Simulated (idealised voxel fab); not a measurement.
process module | voxel released beams
cross-section cut | 290 nm wide | cells 5 nm
A cross-section is a grid of square cells, given in bands from the top down. A band is one or more rows of cells.
Each band's line starts with the height of the band's top and of its bottom, in nm. Then come its materials from left to right, each with its width in nm. One material with "throughout" fills the band from edge to edge. "air" is empty space.
Height 0 is the level under which the wafer as received is all one material. The lowest band goes on downwards, as in "0 down".
A width such as "30 to 40" changes by the same amount from each row of cells to the next, from the band's top row to its bottom row.
"no change" after a step means that no cell of the cross-section changed.
closed voids: empty space of 8 cells or more with no open way to the top, each as width x height at its distance from the left edge, in nm
after a step's settings: what the simulator itself notes on the step
overlay nm, on a step with a mask: how far to the right of its planned place the mask lay; to the left if negative
plan
1 op RECEIVE | material Si
2 op CONFORMAL_DEP | material SiN | thk nm 10
3 op DIRECTIONAL_DEP | material SiO2 | thk nm 10
4 op PATTERN | tone open | mask id ANCHOR | material resist | width nm 25 | thk nm 15 | overlay nm 0
5 op DIRECTIONAL_ETCH | etch materials SiO2 | depth nm 10
6 op STRIP | etch materials resist
7 op CONFORMAL_DEP | material W | thk nm 10
8 op PATTERN | tone cover | mask id BEAM | material resist | width nm 75 | thk nm 15 | overlay nm 0
9 op DIRECTIONAL_ETCH | etch materials W | depth nm 10
10 op STRIP | etch materials resist
11 op STRIP | etch materials SiO2
first wafer, as planned
as received, after step 1
  0 down: Si throughout
  closed voids: none
after step 2
  10 to 0: SiN throughout
  below 0: unchanged
after step 3
  20 to 10: SiO2 throughout
  below 10: unchanged
after step 4
  35 to 20: resist 110 | air 25 | resist 155
  below 20: unchanged
after step 5
  35 to 20: resist 110 | air 25 | resist 155
  20 to 10: SiO2 110 | air 25 | SiO2 155
  below 10: unchanged
after step 6
  20 to 10: SiO2 110 | air 25 | SiO2 155
  below 10: unchanged
after step 7
  30 to 20: W 120 | air 5 | W 165
  20 to 10: SiO2 110 | W 25 | SiO2 155
  below 10: unchanged
after step 8
  45 to 30: air 105 | resist 75 | air 110
  30 to 20: W 120 | resist 5 | W 165
  below 20: unchanged
after step 9
  45 to 30: air 105 | resist 75 | air 110
  30 to 20: air 105 | W 15 | resist 5 | W 55 | air 110
  below 20: unchanged
after step 10
  30 to 20: air 105 | W 15 | air 5 | W 55 | air 110
  below 20: unchanged
after step 11
  30 to 20: air 105 | W 15 | air 5 | W 55 | air 110
  20 to 10: air 110 | W 25 | air 155
  below 10: unchanged
second wafer: like start, like plan, one mistake. Through step 7 it matches the first wafer
when step 8 should have ended
  45 to 30: air 110 | resist 70 | air 110
  30 to 20: W 120 | resist 5 | W 165
  below 20: unchanged
when step 9 should have ended
  45 to 30: air 110 | resist 70 | air 110
  30 to 20: air 110 | W 10 | resist 5 | W 55 | air 110
  below 20: unchanged
when step 10 should have ended
  30 to 20: air 110 | W 10 | air 5 | W 55 | air 110
  below 20: unchanged
when step 11 should have ended
  30 to 20: air 110 | W 10 | air 5 | W 55 | air 110
  20 to 10: air 110 | W 25 | air 155
  below 10: unchanged
what went wrong: step 8 ran as: op PATTERN | tone cover | mask id BEAM | material resist | width nm 70 | thk nm 15 | overlay nm 0
at the end the second wafer has, in cells: 2 fewer of W
